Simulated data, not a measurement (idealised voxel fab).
Documented hereafter: the process module known as voxel transistor to metal.
Xsec cut, 215 nm wide, square cell size 5 nm.
The cross-sections in this document take the form of a grid made of square cells. They are written out as bands, in order from top to bottom. Each band consists of one or more rows of cells. Top height, bottom height, nm. Materials left to right, width each, nm. Single material + "edge to edge" = fills band edge to edge. "blank" = empty. Below 0: as-received wafer, all one material; heights counted from there. Lowest band: no bottom, goes on down, written "top 0, no bottom". A width given as "30->40" starts at the first number in the band's top row and ends at the second number in its bottom row, shifting by an equal amount at every step from row to row. "no change" (step): cross-section cells unchanged, all of them. Voids not open to the top, 8 cells minimum: see "Closed cavity list". Written width x height at distance; distance is from the left edge; nm. It should be noted that, on the line of a given step, the content following the step's settings is a remark produced by the simulator itself with respect to that step. "overlay nm" on a masked step: distance the mask lay right of its planned place, negative for left.
-- So here's the lineup of process steps we planned
- 1: RECEIVE [material Si]
- 2: OXIDIZE [depth nm 5]
- 3: CONFORMAL_DEP [material SiN] [thk nm 15]
- 4: MASKED_ETCH [tone cover] [mask id ACTIVE] [width nm 135] [etch materials SiN] [depth nm 15] [overlay nm 0]
- 5: MASKED_ETCH [tone cover] [mask id ACTIVE] [width nm 135] [etch materials SiO2] [depth nm 5] [overlay nm 0]
- 6: MASKED_ETCH [tone cover] [mask id ACTIVE] [width nm 135] [etch materials Si] [depth nm 35] [overlay nm 0]
- 7: OXIDIZE [depth nm 5]
- 8: FILL_DEP [material SiO2] [thk nm 5]
- 9: CMP [height nm 15]
- 10: SELECTIVE_ETCH [etch materials SiO2] [depth nm 10]
- 11: STRIP [etch materials SiN]
- 12: SELECTIVE_ETCH [etch materials SiO2] [depth nm 5]
- 13: OXIDIZE [depth nm 5]
- 14: DIRECTIONAL_DEP [material polySi] [thk nm 25]
- 15: DIRECTIONAL_DEP [material SiCN] [thk nm 10]
- 16: PATTERN [tone cover] [mask id GATE] [material resist] [width nm 35] [thk nm 15] [overlay nm 0]
- 17: DIRECTIONAL_ETCH [etch materials SiCN] [depth nm 20]
- 18: DIRECTIONAL_ETCH [etch materials polySi] [depth nm 35]
- 19: STRIP [etch materials resist]
- 20: CONFORMAL_DEP [material SiO2] [thk nm 5]
- 21: DIRECTIONAL_ETCH [etch materials SiO2] [depth nm 5]
- 22: CONFORMAL_DEP [material SiN] [thk nm 5]
- 23: DIRECTIONAL_ETCH [etch materials SiN] [depth nm 5]
- 24: DIRECTIONAL_ETCH [etch materials SiO2] [depth nm 5]
- 25: DIRECTIONAL_ETCH [etch materials Si] [depth nm 5]
- 26: EPI [material pSi] [thk nm 5]
- 27: FILL_DEP [material SiO2] [thk nm 10]
- 28: CMP [height nm 20]
- 29: STRIP [etch materials polySi]
- 30: SELECTIVE_ETCH [etch materials SiO2] [depth nm 5]
- 31: CONFORMAL_DEP [material HfO2] [thk nm 5]
- 32: CONFORMAL_DEP [material TiN] [thk nm 5]
- 33: FILL_DEP [material W] [thk nm 5]
- 34: CMP [height nm 15]
- 35: DIRECTIONAL_DEP [material SiO2] [thk nm 15]
- 36: MASKED_ETCH [tone open] [mask id CONTACT] [width nm 20] [pitch nm 95] [etch materials SiO2] [depth nm 40] [overlay nm 0]
- 37: CONFORMAL_DEP [material TiN] [thk nm 5]
- 38: FILL_DEP [material Ru] [thk nm 10]
- 39: CMP [height nm 30]
- 40: DIRECTIONAL_DEP [material TiN] [thk nm 5]
- 41: DIRECTIONAL_DEP [material W] [thk nm 20]
- 42: PATTERN [tone cover] [mask id METAL_1] [material resist] [width nm 20] [pitch nm 95] [thk nm 15] [overlay nm 0]
- 43: DIRECTIONAL_ETCH [etch materials W] [depth nm 20]
- 44: DIRECTIONAL_ETCH [etch materials TiN] [depth nm 5]
- 45: STRIP [etch materials resist]
- 46: CONFORMAL_DEP [material SiCN] [thk nm 5]
- 47: FILL_DEP [material lowk] [thk nm 5]
- 48: CMP [height nm 55]
- 49: CONFORMAL_DEP [material SiCN] [thk nm 5]
- 50: DIRECTIONAL_DEP [material lowk] [thk nm 25]
- 51: PATTERN [tone open] [mask id METAL_2_HOLES] [material resist] [width nm 15] [pitch nm 95] [thk nm 20] [overlay nm 0]
- 52: DIRECTIONAL_ETCH [etch materials lowk] [depth nm 25]
- 53: STRIP [etch materials resist]
- 54: DIRECTIONAL_DEP [material aC] [thk nm 10]
- 55: PATTERN [tone open] [mask id METAL_2] [material resist] [width nm 20] [pitch nm 95] [thk nm 25] [overlay nm 0]
- 56: DIRECTIONAL_ETCH [etch materials aC] [depth nm 10]
- 57: STRIP [etch materials resist]
- 58: DIRECTIONAL_ETCH [etch materials lowk] [depth nm 15]
- 59: DIRECTIONAL_ETCH [etch materials SiCN] [depth nm 5]
- 60: STRIP [etch materials aC]
- 61: CONFORMAL_DEP [material TiN] [thk nm 5]
- 62: FILL_DEP [material Ru] [thk nm 5]
- 63: CMP [height nm 85]
- 64: CONFORMAL_DEP [material SiCN] [thk nm 5]
-- The cross-section here shows the wafer as received, i.e. in its state after step 1
    top 0, no bottom  Si edge to edge
    Closed cavity list: none
-- Below is the wafer in cross-section after the module was completed. It began from the starting point shown above and followed the plan shown above, except that one mistake was made while running it
    top 90, bottom 85  SiCN edge to edge
    top 85, bottom 75  lowk=50, then TiN=5, then Ru=10, then TiN=5, then lowk=75, then TiN=5, then Ru=10, then TiN=5, then lowk=50
    top 75, bottom 70  lowk=50, then TiN=5, then Ru=5, then TiN=10, then lowk=75, then TiN=5, then Ru=5, then TiN=10, then lowk=50
    top 70, bottom 60  lowk=50, then TiN=5, then Ru=5, then TiN=5, then lowk=80, then TiN=5, then Ru=5, then TiN=5, then lowk=55
    top 60, bottom 55  SiCN=50, then TiN=15, then SiCN=80, then TiN=15, then SiCN=55
    top 55, bottom 35  lowk=45, then SiCN=5, then W=20, then SiCN=5, then lowk=65, then SiCN=5, then W=20, then SiCN=5, then lowk=45
    top 35, bottom 30  SiCN=50, then TiN=20, then SiCN=75, then TiN=20, then SiCN=50
    top 30, bottom 15  SiO2=50, then TiN=5, then Ru=10, then TiN=5, then SiO2=75, then TiN=5, then Ru=10, then TiN=5, then SiO2=50
    top 15, bottom 0  SiO2=50, then TiN=5, then Ru=10, then TiN=5, then SiO2=10, then SiN=5, then HfO2=5, then TiN=5, then W=25, then TiN=5, then HfO2=5, then SiN=5, then SiO2=10, then TiN=5, then Ru=10, then TiN=5, then SiO2=50
    top 0, bottom -5  SiO2=45, then SiN=5, then TiN=10, then Ru=5, then TiN=5, then SiO2=10, then SiN=5, then HfO2=5, then TiN=35, then HfO2=5, then SiN=5, then SiO2=10, then TiN=5, then Ru=5, then TiN=10, then SiN=5, then SiO2=45
    top -5, bottom -10  SiO2=50, then pSi=5, then TiN=15, then SiO2=5, then pSi=5, then SiO2=5, then HfO2=45, then SiO2=5, then pSi=5, then SiO2=5, then TiN=15, then pSi=5, then SiO2=50
    top -10, bottom -15  SiO2=45, then Si=5, then pSi=30, then Si=55, then pSi=30, then Si=5, then SiO2=45
    top -15, bottom -45  SiO2=45, then Si=125, then SiO2=45
    top -45, no bottom  Si edge to edge
    Closed cavity list: none
The plan and the run diverged here: step 4 was run on a setting that differed from the plan, and what really ran there is MASKED_ETCH [tone cover] [mask id ACTIVE] [width nm 125] [etch materials SiN] [depth nm 15] [overlay nm 0]
